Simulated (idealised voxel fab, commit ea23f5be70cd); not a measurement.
The process module that follows is named voxel wiring stack.
The figure presents cross-section cut, which has a width of 260 nm and is divided into square cells with an edge length of 5 nm.
Cross-section format: a grid of square cells, given as bands from top to bottom; each band is one or more rows of cells.
It is stipulated that each band's entry specify, in nanometres, the height of the top of the band and then that of its bottom, followed by the materials of the band in left-to-right sequence, each together with its width in nanometres. A single material marked by the word "full width" is understood to fill the band from edge to edge; the word "empty" is understood to denote empty space.
Basically, 0 is our baseline, since under it the wafer straight out of the box is all one material. The bottom band has no lower end and keeps on going down, so it looks like "0..down".
It should be noted that a width expressed as "30..40" varies in equal increments from row to row of cells within the band, taking the value of the first number at the top row and that of the second number at the bottom row.
The designation "nothing got changed", where it is given for a processing step, indicates that no cell of the cross-section was altered in the course of that step.
The entry titled "Catalogued sealed voids" provides the empty spaces that have no open way to the top, restricted to those of 8 cells or more. Each is presented as width x height at distance, the distance being measured from the left edge, with all three in nm.
On each step's line, the part that comes after the settings is the simulator's own comment on the step.
If you see "overlay nm" on a step's line and that step has a mask, it's telling you how far right of where it was planned the mask ended up; a negative number means it went left instead.
[Set out below are the planned steps of the process]
1,RECEIVE [material Si]
2,CONFORMAL_DEP [material SiO2] [thk nm 10]
3,DIRECTIONAL_DEP [material TiN] [thk nm 5]
4,DIRECTIONAL_DEP [material Ru] [thk nm 25]
5,MASKED_ETCH [tone cover] [mask id METAL_1] [width nm 25] [pitch nm 45] [etch materials Ru] [depth nm 25] [overlay nm 0]
6,MASKED_ETCH [tone cover] [mask id METAL_1] [width nm 25] [pitch nm 45] [etch materials TiN] [depth nm 5] [overlay nm 0]
7,FILL_DEP [material lowk] [thk nm 10]
8,CMP [height nm 40]
9,CONFORMAL_DEP [material SiCN] [thk nm 5]
10,DIRECTIONAL_DEP [material lowk] [thk nm 30]
11,PATTERN [tone open] [mask id METAL_2] [material resist] [width nm 25] [pitch nm 45] [thk nm 20] [overlay nm 0]
12,DIRECTIONAL_ETCH [etch materials lowk] [depth nm 20]
13,STRIP [etch materials resist]
14,PATTERN [tone open] [mask id METAL_2_HOLES] [material resist] [width nm 15] [pitch nm 45] [thk nm 15] [overlay nm 0]
15,DIRECTIONAL_ETCH [etch materials lowk] [depth nm 10]
16,DIRECTIONAL_ETCH [etch materials SiCN] [depth nm 5]
17,STRIP [etch materials resist]
18,CONFORMAL_DEP [material TiN] [thk nm 5]
19,FILL_DEP [material Ru] [thk nm 5]
20,CMP [height nm 75]
21,CONFORMAL_DEP [material SiCN] [thk nm 5]
22,DIRECTIONAL_DEP [material lowk] [thk nm 10]
23,DIRECTIONAL_DEP [material aC] [thk nm 10]
24,PATTERN [tone open] [mask id PLUG_2] [material resist] [width nm 15] [pitch nm 45] [thk nm 30] [overlay nm 0]
25,DIRECTIONAL_ETCH [etch materials aC] [depth nm 10]
26,STRIP [etch materials resist]
27,DIRECTIONAL_ETCH [etch materials lowk] [depth nm 10]
28,DIRECTIONAL_ETCH [etch materials SiCN] [depth nm 5]
29,STRIP [etch materials aC]
30,EPI [material Ru] [thk nm 10]
31,EPI [material Ru] [thk nm 5]
32,DIRECTIONAL_DEP [material TiN] [thk nm 5]
33,DIRECTIONAL_DEP [material W] [thk nm 25]
34,PATTERN [tone cover] [mask id METAL_3] [material resist] [width nm 25] [pitch nm 45] [thk nm 20] [overlay nm 0]
35,DIRECTIONAL_ETCH [etch materials W] [depth nm 25]
36,DIRECTIONAL_ETCH [etch materials TiN] [depth nm 5]
37,STRIP [etch materials resist]
38,FILL_DEP [material lowk] [thk nm 10]
39,CMP [height nm 120]
40,CONFORMAL_DEP [material SiN] [thk nm 5]
[As received (post step 1): cross-section]
> 0..down = Si full width
> Catalogued sealed voids: none
[Looking at the first of two wafers in cross-section at end of module - ran to plan]
> 125..120 = SiN full width
> 120..95 = lowk: 95; W: 25; lowk: 20; W: 25; lowk: 95
> 95..90 = lowk: 95; TiN: 25; lowk: 20; TiN: 25; lowk: 95
> 90..80 = lowk: 95; Ru: 15; lowk: 30; Ru: 15; lowk: 105
> 80..75 = SiCN: 95; Ru: 15; SiCN: 30; Ru: 15; SiCN: 105
> 75..60 = lowk: 95; TiN: 5; Ru: 15; TiN: 5; lowk: 20; TiN: 5; Ru: 15; TiN: 5; lowk: 95
> 60..55 = lowk: 95; TiN: 5; Ru: 5; TiN: 15; lowk: 20; TiN: 5; Ru: 5; TiN: 15; lowk: 95
> 55..45 = lowk: 95; TiN: 5; Ru: 5; TiN: 5; lowk: 30; TiN: 5; Ru: 5; TiN: 5; lowk: 105
> 45..40 = SiCN: 95; TiN: 15; SiCN: 30; TiN: 15; SiCN: 105
> 40..15 = lowk: 95; Ru: 25; lowk: 20; Ru: 25; lowk: 95
> 15..10 = lowk: 95; TiN: 25; lowk: 20; TiN: 25; lowk: 95
> 10..0 = SiO2 full width
> 0..down = Si full width
> Catalogued sealed voids: none
[Here's the second of our two wafers sectioned at module end. Same start as the first, same plan, but one mistake got made running it]
> 125..120 = SiN full width
> 120..95 = lowk: 95; W: 25; lowk: 20; W: 25; lowk: 95
> 95..90 = lowk: 95; TiN: 25; lowk: 20; TiN: 25; lowk: 95
> 90..80 = lowk: 95; Ru: 15; lowk: 30; Ru: 15; lowk: 105
> 80..75 = SiCN: 95; Ru: 15; SiCN: 30; Ru: 15; SiCN: 105
> 75..60 = lowk: 95; TiN: 5; Ru: 15; TiN: 5; lowk: 20; TiN: 5; Ru: 15; TiN: 5; lowk: 95
> 60..55 = lowk: 95; TiN: 5; Ru: 5; TiN: 15; lowk: 20; TiN: 5; Ru: 5; TiN: 15; lowk: 95
> 55..45 = lowk: 95; TiN: 5; Ru: 5; TiN: 5; lowk: 30; TiN: 5; Ru: 5; TiN: 5; lowk: 105
> 45..40 = SiCN: 95; TiN: 15; SiCN: 30; TiN: 15; SiCN: 105
> 40..15 = Ru: 95; lowk: 25; Ru: 20; lowk: 25; Ru: 95
> 15..10 = TiN full width
> 10..0 = SiO2 full width
> 0..down = Si full width
> Catalogued sealed voids: none
Here's what went sideways: the process deviated at step 5: the operation and settings actually run there were MASKED_ETCH [tone open] [mask id METAL_1] [width nm 25] [pitch nm 45] [etch materials Ru] [depth nm 25] [overlay nm 0]
End of process, cell counts, second wafer against first, materials with more or fewer: +160 Ru | +42 TiN | -202 lowk
